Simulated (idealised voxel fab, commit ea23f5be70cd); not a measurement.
process module | voxel tone inversion
cross-section cut | 250 nm wide | cells 5 nm
A cross-section is a grid of square cells, given in bands from the top down. A band is one or more rows of cells.
Each band's line starts with the height of the band's top and of its bottom, in nm. Then come its materials from left to right, each with its width in nm. One material with "throughout" fills the band from edge to edge. "air" is empty space.
Height 0 is the level under which the wafer as received is all one material. The lowest band goes on downwards, as in "0 down".
A width such as "30 to 40" changes by the same amount from each row of cells to the next, from the band's top row to its bottom row.
"no change" after a step means that no cell of the cross-section changed.
closed voids: empty space of 8 cells or more with no open way to the top, each as width x height at its distance from the left edge, in nm
after a step's settings: what the simulator itself notes on the step
overlay nm, on a step with a mask: how far to the right of its planned place the mask lay; to the left if negative
plan
1 op RECEIVE | material Si
2 op CONFORMAL_DEP | material SiN | thk nm 5
3 op DIRECTIONAL_DEP | material polySi | thk nm 25
4 op PATTERN | tone cover | mask id POSTS | material resist | width nm 20 | pitch nm 35 | thk nm 30 | overlay nm 0
5 op DIRECTIONAL_ETCH | etch materials polySi | depth nm 25
6 op STRIP | etch materials resist
7 op FILL_DEP | material SiO2 | thk nm 5
8 op CMP | height nm 30
9 op STRIP | etch materials polySi
first wafer, as planned
as received, after step 1
  0 down: Si throughout
  closed voids: none
after step 2
  5 to 0: SiN throughout
  below 0: unchanged
after step 3
  30 to 5: polySi throughout
  below 5: unchanged
after step 4
  60 to 30: air 95 | resist 20 | air 15 | resist 20 | air 100
  below 30: unchanged
after step 5
  60 to 30: air 95 | resist 20 | air 15 | resist 20 | air 100
  30 to 5: air 95 | polySi 20 | air 15 | polySi 20 | air 100
  below 5: unchanged
after step 6
  30 to 5: air 95 | polySi 20 | air 15 | polySi 20 | air 100
  below 5: unchanged
after step 7
  35 to 30: SiO2 throughout
  30 to 5: SiO2 95 | polySi 20 | SiO2 15 | polySi 20 | SiO2 100
  below 5: unchanged
after step 8
  30 to 5: SiO2 95 | polySi 20 | SiO2 15 | polySi 20 | SiO2 100
  below 5: unchanged
after step 9
  30 to 5: SiO2 95 | air 20 | SiO2 15 | air 20 | SiO2 100
  below 5: unchanged
second wafer: like start, like plan, one mistake. Through step 1 it matches the first wafer
when step 2 should have ended
  25 to 0: polySi throughout
  below 0: unchanged
when step 3 should have ended
  30 to 25: SiN throughout
  below 25: unchanged
when step 4 should have ended
  60 to 30: air 95 | resist 20 | air 15 | resist 20 | air 100
  below 30: unchanged
when step 5 should have ended: no change
when step 6 should have ended
  30 to 25: SiN throughout
  below 25: unchanged
when step 7 should have ended
  35 to 30: SiO2 throughout
  below 30: unchanged
when step 8 should have ended
  30 to 25: SiN throughout
  below 25: unchanged
when step 9 should have ended: no change
what went wrong: steps 2 and 3 were swapped
at the end the second wafer has, in cells: 210 fewer of SiO2 | 250 more of polySi
